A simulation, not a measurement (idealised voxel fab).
process module | voxel gate over fins
cross-section cut | 285 nm wide | cells 5 nm
A cross-section is a grid of square cells, given in bands from the top down. A band is one or more rows of cells.
Each band's line starts with the height of the band's top and of its bottom, in nm. Then come its materials from left to right, each with its width in nm. One material with "throughout" fills the band from edge to edge. "air" is empty space.
Height 0 is the level under which the wafer as received is all one material. The lowest band goes on downwards, as in "0 down".
A width such as "30 to 40" changes by the same amount from each row of cells to the next, from the band's top row to its bottom row.
"no change" after a step means that no cell of the cross-section changed.
closed voids: empty space of 8 cells or more with no open way to the top, each as width x height at its distance from the left edge, in nm
after a step's settings: what the simulator itself notes on the step
overlay nm, on a step with a mask: how far to the right of its planned place the mask lay; to the left if negative
plan
1 op RECEIVE | material Si
2 op CONFORMAL_DEP | material SiN | thk nm 5
3 op MASKED_ETCH | tone cover | mask id FINS | width nm 15 | pitch nm 60 | etch materials SiN | depth nm 5 | overlay nm 0
4 op MASKED_ETCH | tone cover | mask id FINS | width nm 15 | pitch nm 60 | etch materials Si | depth nm 35 | overlay nm 0
5 op OXIDIZE | depth nm 5
6 op FILL_DEP | material SiO2 | thk nm 5
7 op CMP | height nm 5
8 op PATTERN | tone open | mask id RAIL | material resist | width nm 15 | thk nm 20 | overlay nm 0
9 op DIRECTIONAL_ETCH | etch materials SiO2 | depth nm 35
10 op STRIP | etch materials resist
11 op CONFORMAL_DEP | material TiN | thk nm 5
12 op FILL_DEP | material W | thk nm 10
13 op CMP | height nm 5
14 op SELECTIVE_ETCH | etch materials W Ru TiN | depth nm 30
15 op FILL_DEP | material SiO2 | thk nm 5
16 op CMP | height nm 5
17 op SELECTIVE_ETCH | etch materials SiO2 | depth nm 20
18 op STRIP | etch materials SiN
19 op CONFORMAL_DEP | material HfO2 | thk nm 5
20 op CONFORMAL_DEP | material TiN | thk nm 5
21 op FILL_DEP | material W | thk nm 10
22 op CMP | height nm 15
23 op CONFORMAL_DEP | material SiN | thk nm 10
as received, after step 1
  0 down: Si throughout
  closed voids: none
first wafer at the end, as planned
  25 to 15: SiN throughout
  15 to 10: W throughout
  10 to 5: W 40 | TiN 25 | W 35 | TiN 25 | W 35 | TiN 25 | W 35 | TiN 25 | W 40
  5 to 0: W 40 | TiN 5 | HfO2 15 | TiN 5 | W 35 | TiN 5 | HfO2 15 | TiN 5 | W 35 | TiN 5 | HfO2 15 | TiN 5 | W 35 | TiN 5 | HfO2 15 | TiN 5 | W 40
  0 to -5: W 40 | TiN 5 | HfO2 5 | Si 5 | HfO2 5 | TiN 5 | W 35 | TiN 5 | HfO2 5 | Si 5 | HfO2 5 | TiN 5 | W 35 | TiN 5 | HfO2 5 | Si 5 | HfO2 5 | TiN 5 | W 35 | TiN 5 | HfO2 5 | Si 5 | HfO2 5 | TiN 5 | W 40
  -5 to -10: TiN 45 | HfO2 5 | Si 5 | HfO2 5 | TiN 45 | HfO2 5 | Si 5 | HfO2 5 | TiN 45 | HfO2 5 | Si 5 | HfO2 5 | TiN 45 | HfO2 5 | Si 5 | HfO2 5 | TiN 45
  -10 to -15: HfO2 50 | Si 5 | HfO2 55 | Si 5 | HfO2 55 | Si 5 | HfO2 55 | Si 5 | HfO2 50
  -15 to -25: SiO2 50 | Si 5 | SiO2 55 | Si 5 | SiO2 55 | Si 5 | SiO2 55 | Si 5 | SiO2 50
  -25 to -30: SiO2 50 | Si 5 | SiO2 20 | TiN 15 | SiO2 20 | Si 5 | SiO2 55 | Si 5 | SiO2 55 | Si 5 | SiO2 50
  -30 to -40: SiO2 50 | Si 5 | SiO2 55 | Si 5 | SiO2 55 | Si 5 | SiO2 55 | Si 5 | SiO2 50
  -40 down: Si throughout
  closed voids: none
second wafer at the end: like start, like plan, one mistake
  25 to 15: SiN throughout
  15 to 10: W throughout
  10 to 5: W 40 | TiN 25 | W 35 | TiN 25 | W 35 | TiN 25 | W 35 | TiN 25 | W 40
  5 to 0: W 40 | TiN 5 | HfO2 15 | TiN 5 | W 35 | TiN 5 | HfO2 15 | TiN 5 | W 35 | TiN 5 | HfO2 15 | TiN 5 | W 35 | TiN 5 | HfO2 15 | TiN 5 | W 40
  0 to -15: W 40 | TiN 5 | HfO2 5 | Si 5 | HfO2 5 | TiN 5 | W 35 | TiN 5 | HfO2 5 | Si 5 | HfO2 5 | TiN 5 | W 35 | TiN 5 | HfO2 5 | Si 5 | HfO2 5 | TiN 5 | W 35 | TiN 5 | HfO2 5 | Si 5 | HfO2 5 | TiN 5 | W 40
  -15 to -20: W 40 | TiN 5 | HfO2 5 | Si 5 | HfO2 5 | TiN 45 | HfO2 5 | Si 5 | HfO2 5 | TiN 5 | W 35 | TiN 5 | HfO2 5 | Si 5 | HfO2 5 | TiN 5 | W 35 | TiN 5 | HfO2 5 | Si 5 | HfO2 5 | TiN 5 | W 40
  -20 to -25: W 40 | TiN 5 | HfO2 5 | Si 5 | HfO2 5 | TiN 10 | HfO2 25 | TiN 10 | HfO2 5 | Si 5 | HfO2 5 | TiN 5 | W 35 | TiN 5 | HfO2 5 | Si 5 | HfO2 5 | TiN 5 | W 35 | TiN 5 | HfO2 5 | Si 5 | HfO2 5 | TiN 5 | W 40
  -25 to -30: TiN 45 | HfO2 5 | Si 5 | HfO2 5 | TiN 10 | HfO2 5 | TiN 15 | HfO2 5 | TiN 10 | HfO2 5 | Si 5 | HfO2 5 | TiN 45 | HfO2 5 | Si 5 | HfO2 5 | TiN 45 | HfO2 5 | Si 5 | HfO2 5 | TiN 45
  -30 to -35: HfO2 50 | Si 5 | HfO2 25 | SiO2 5 | HfO2 25 | Si 5 | HfO2 55 | Si 5 | HfO2 55 | Si 5 | HfO2 50
  -35 to -40: SiO2 50 | Si 5 | SiO2 55 | Si 5 | SiO2 55 | Si 5 | SiO2 55 | Si 5 | SiO2 50
  -40 down: Si throughout
  closed voids: none
what went wrong: step 17 was run twice
at the end the second wafer has, in cells: 38 more of HfO2 | 208 fewer of SiO2 | 36 more of TiN | 134 more of W
